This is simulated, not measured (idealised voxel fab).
Process module heading - voxel self aligned vias
The width of the displayed cross-section, cut, is 175 nm; its cells are square, with a size of 5 nm.
When this document writes out a cross-section, it uses a grid of square cells and lists it as bands, beginning at the top and moving down, with a band standing for one or more rows of cells.
What a band's entry tells you: where the top is and where the bottom is, as heights in nm, and after that what lies inside, material by material from left to right, each with its width in nm. Empty space is written as the word "blank", and a single material marked with the word "everywhere" occupies the band from edge to edge.
A quick word on heights: they are counted from 0, and under that level the wafer as it came to us is one material throughout. The lowest band is different from the rest in having no bottom; it simply continues downward, written as in "z 0 and below".
A width given as "30..40" starts at the first number in the band's top row and ends at the second number in its bottom row, shifting by an equal amount at every step from row to row.
Reading "no alterations made" for a step: not a cell of the cross-section changed in it.
For the entry "Completely sealed voids", the listed items are empty spaces with no open way to the top whose size is 8 cells or more; each item follows the pattern width x height at distance, where distance is from the left edge and all three are in nm.
On each step's line, the part that comes after the settings is the simulator's own comment on the step.
Steps that use a mask can have "overlay nm" on their line. It says how far the mask sat to the right of where it was meant to be. Negative means to the left.

Planned process steps
1. RECEIVE [material Si]
2. CONFORMAL_DEP [material SiO2] [thk nm 10]
3. CONFORMAL_DEP [material SiCN] [thk nm 5]
4. DIRECTIONAL_DEP [material SiO2] [thk nm 25]
5. PATTERN [tone open] [mask id LINES] [material resist] [width nm 30] [pitch nm 65] [thk nm 20] [overlay nm 0]
6. DIRECTIONAL_ETCH [etch materials SiO2] [depth nm 25]
7. STRIP [etch materials resist]
8. CONFORMAL_DEP [material TiN] [thk nm 5]
9. FILL_DEP [material W] [thk nm 10]
10. CMP [height nm 40]
11. SELECTIVE_ETCH [etch materials W Ru TiN] [depth nm 10]
12. FILL_DEP [material SiN] [thk nm 10]
13. CMP [height nm 40]
14. DIRECTIONAL_DEP [material SiO2] [thk nm 15]
15. DIRECTIONAL_DEP [material aC] [thk nm 10]
16. PATTERN [tone open] [mask id VIAS] [material resist] [width nm 50] [thk nm 25] [overlay nm 0]
17. DIRECTIONAL_ETCH [etch materials aC] [depth nm 10]
18. STRIP [etch materials resist]
19. DIRECTIONAL_ETCH [etch materials SiO2] [depth nm 15]
20. DIRECTIONAL_ETCH [etch materials SiN] [depth nm 10]
21. STRIP [etch materials aC]
22. CONFORMAL_DEP [material TiN] [thk nm 5]
23. FILL_DEP [material Ru] [thk nm 10]
24. CMP [height nm 55]
25. CONFORMAL_DEP [material SiN] [thk nm 5]

Wafer at receipt (post step 1), cross-section
    z 0 and below | Si everywhere
    Completely sealed voids: none

End-of-module cross-section of the first of two wafers, processed as planned
    z 60 to 55 | SiN everywhere
    z 55 to 45 | SiO2 30 nm | TiN 5 nm | Ru 40 nm | TiN 5 nm | SiO2 95 nm
    z 45 to 40 | SiO2 30 nm | TiN 15 nm | Ru 20 nm | TiN 15 nm | SiO2 95 nm
    z 40 to 35 | SiO2 40 nm | TiN 5 nm | Ru 20 nm | TiN 5 nm | SiO2 35 nm | SiN 30 nm | SiO2 40 nm
    z 35 to 30 | SiO2 40 nm | TiN 30 nm | SiO2 35 nm | SiN 30 nm | SiO2 40 nm
    z 30 to 20 | SiO2 40 nm | TiN 5 nm | W 20 nm | TiN 5 nm | SiO2 35 nm | TiN 5 nm | W 20 nm | TiN 5 nm | SiO2 40 nm
    z 20 to 15 | SiO2 40 nm | TiN 30 nm | SiO2 35 nm | TiN 30 nm | SiO2 40 nm
    z 15 to 10 | SiCN everywhere
    z 10 to 0 | SiO2 everywhere
    z 0 and below | Si everywhere
    Completely sealed voids: none

Here is the second of the two wafers cut open at the end of the module - same start, same plan as the first one, but we made one mistake running it
    z 60 to 55 | SiN everywhere
    z 55 to 40 | SiO2 30 nm | TiN 5 nm | Ru 40 nm | TiN 5 nm | SiO2 95 nm
    z 40 to 35 | SiN 30 nm | TiN 5 nm | Ru 40 nm | TiN 5 nm | SiN 95 nm
    z 35 to 30 | SiN 30 nm | TiN 50 nm | SiN 95 nm
    z 30 to 10 | SiO2 40 nm | TiN 5 nm | W 20 nm | TiN 5 nm | SiO2 35 nm | TiN 5 nm | W 20 nm | TiN 5 nm | SiO2 40 nm
    z 10 to 5 | SiO2 40 nm | TiN 30 nm | SiO2 35 nm | TiN 30 nm | SiO2 40 nm
    z 5 to 0 | SiCN everywhere
    z 0 and below | Si everywhere
    Completely sealed voids: none
It is concluded that the wafer was processed incorrectly with respect to the plan, in that it should be noted that step 2 of the plan was omitted and was not performed
FYI, end of process, the second wafer has more or fewer cells of some materials than the first: +8 Ru | +38 SiN | -70 SiO2 | +8 TiN | +16 W
